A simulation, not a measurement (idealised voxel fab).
process module | voxel tone inversion
cross-section cut | 250 nm wide | cells 5 nm
A cross-section is a grid of square cells, given in bands from the top down. A band is one or more rows of cells.
Each band's line starts with the height of the band's top and of its bottom, in nm. Then come its materials from left to right, each with its width in nm. One material with "throughout" fills the band from edge to edge. "air" is empty space.
Height 0 is the level under which the wafer as received is all one material. The lowest band goes on downwards, as in "0 down".
A width such as "30 to 40" changes by the same amount from each row of cells to the next, from the band's top row to its bottom row.
"no change" after a step means that no cell of the cross-section changed.
closed voids: empty space of 8 cells or more with no open way to the top, each as width x height at its distance from the left edge, in nm
after a step's settings: what the simulator itself notes on the step
overlay nm, on a step with a mask: how far to the right of its planned place the mask lay; to the left if negative
plan
1 op RECEIVE | material Si
2 op CONFORMAL_DEP | material SiN | thk nm 10
3 op DIRECTIONAL_DEP | material polySi | thk nm 25
4 op PATTERN | tone cover | mask id POSTS | material resist | width nm 15 | pitch nm 45 | thk nm 35 | overlay nm 0
5 op DIRECTIONAL_ETCH | etch materials polySi | depth nm 25
6 op STRIP | etch materials resist
7 op FILL_DEP | material SiO2 | thk nm 10
8 op CMP | height nm 35
9 op STRIP | etch materials polySi
10 op CONFORMAL_DEP | material TiN | thk nm 5
11 op FILL_DEP | material Ru | thk nm 10
12 op CMP | height nm 35
13 op CONFORMAL_DEP | material SiN | thk nm 5
first wafer, as planned
as received, after step 1
  0 down: Si throughout
  closed voids: none
after step 2
  10 to 0: SiN throughout
  below 0: unchanged
after step 3
  35 to 10: polySi throughout
  below 10: unchanged
after step 4
  70 to 35: air 70 | resist 15 | air 30 | resist 15 | air 30 | resist 15 | air 75
  below 35: unchanged
after step 5
  70 to 35: air 70 | resist 15 | air 30 | resist 15 | air 30 | resist 15 | air 75
  35 to 10: air 70 | polySi 15 | air 30 | polySi 15 | air 30 | polySi 15 | air 75
  below 10: unchanged
after step 6
  35 to 10: air 70 | polySi 15 | air 30 | polySi 15 | air 30 | polySi 15 | air 75
  below 10: unchanged
after step 7
  45 to 35: SiO2 throughout
  35 to 10: SiO2 70 | polySi 15 | SiO2 30 | polySi 15 | SiO2 30 | polySi 15 | SiO2 75
  below 10: unchanged
after step 8
  35 to 10: SiO2 70 | polySi 15 | SiO2 30 | polySi 15 | SiO2 30 | polySi 15 | SiO2 75
  below 10: unchanged
after step 9
  35 to 10: SiO2 70 | air 15 | SiO2 30 | air 15 | SiO2 30 | air 15 | SiO2 75
  below 10: unchanged
after step 10
  40 to 35: TiN 75 | air 5 | TiN 40 | air 5 | TiN 40 | air 5 | TiN 80
  35 to 15: SiO2 70 | TiN 5 | air 5 | TiN 5 | SiO2 30 | TiN 5 | air 5 | TiN 5 | SiO2 30 | TiN 5 | air 5 | TiN 5 | SiO2 75
  15 to 10: SiO2 70 | TiN 15 | SiO2 30 | TiN 15 | SiO2 30 | TiN 15 | SiO2 75
  below 10: unchanged
after step 11
  50 to 40: Ru throughout
  40 to 35: TiN 75 | Ru 5 | TiN 40 | Ru 5 | TiN 40 | Ru 5 | TiN 80
  35 to 15: SiO2 70 | TiN 5 | Ru 5 | TiN 5 | SiO2 30 | TiN 5 | Ru 5 | TiN 5 | SiO2 30 | TiN 5 | Ru 5 | TiN 5 | SiO2 75
  below 15: unchanged
after step 12
  35 to 15: SiO2 70 | TiN 5 | Ru 5 | TiN 5 | SiO2 30 | TiN 5 | Ru 5 | TiN 5 | SiO2 30 | TiN 5 | Ru 5 | TiN 5 | SiO2 75
  below 15: unchanged
after step 13
  40 to 35: SiN throughout
  below 35: unchanged
second wafer: like start, like plan, one mistake. Through step 3 it matches the first wafer
when step 4 should have ended
  70 to 35: air 65 | resist 15 | air 30 | resist 15 | air 30 | resist 15 | air 80
  below 35: unchanged
when step 5 should have ended
  70 to 35: air 65 | resist 15 | air 30 | resist 15 | air 30 | resist 15 | air 80
  35 to 10: air 65 | polySi 15 | air 30 | polySi 15 | air 30 | polySi 15 | air 80
  below 10: unchanged
when step 6 should have ended
  35 to 10: air 65 | polySi 15 | air 30 | polySi 15 | air 30 | polySi 15 | air 80
  below 10: unchanged
when step 7 should have ended
  45 to 35: SiO2 throughout
  35 to 10: SiO2 65 | polySi 15 | SiO2 30 | polySi 15 | SiO2 30 | polySi 15 | SiO2 80
  below 10: unchanged
when step 8 should have ended
  35 to 10: SiO2 65 | polySi 15 | SiO2 30 | polySi 15 | SiO2 30 | polySi 15 | SiO2 80
  below 10: unchanged
when step 9 should have ended
  35 to 10: SiO2 65 | air 15 | SiO2 30 | air 15 | SiO2 30 | air 15 | SiO2 80
  below 10: unchanged
when step 10 should have ended
  40 to 35: TiN 70 | air 5 | TiN 40 | air 5 | TiN 40 | air 5 | TiN 85
  35 to 15: SiO2 65 | TiN 5 | air 5 | TiN 5 | SiO2 30 | TiN 5 | air 5 | TiN 5 | SiO2 30 | TiN 5 | air 5 | TiN 5 | SiO2 80
  15 to 10: SiO2 65 | TiN 15 | SiO2 30 | TiN 15 | SiO2 30 | TiN 15 | SiO2 80
  below 10: unchanged
when step 11 should have ended
  50 to 40: Ru throughout
  40 to 35: TiN 70 | Ru 5 | TiN 40 | Ru 5 | TiN 40 | Ru 5 | TiN 85
  35 to 15: SiO2 65 | TiN 5 | Ru 5 | TiN 5 | SiO2 30 | TiN 5 | Ru 5 | TiN 5 | SiO2 30 | TiN 5 | Ru 5 | TiN 5 | SiO2 80
  below 15: unchanged
when step 12 should have ended
  35 to 15: SiO2 65 | TiN 5 | Ru 5 | TiN 5 | SiO2 30 | TiN 5 | Ru 5 | TiN 5 | SiO2 30 | TiN 5 | Ru 5 | TiN 5 | SiO2 80
  below 15: unchanged
when step 13 should have ended
  40 to 35: SiN throughout
  below 35: unchanged
what went wrong: step 4 ran as: op PATTERN | tone cover | mask id POSTS | material resist | width nm 15 | pitch nm 45 | thk nm 35 | overlay nm -5
at the end the second wafer has, in cells: as many of each material as the first, in other places
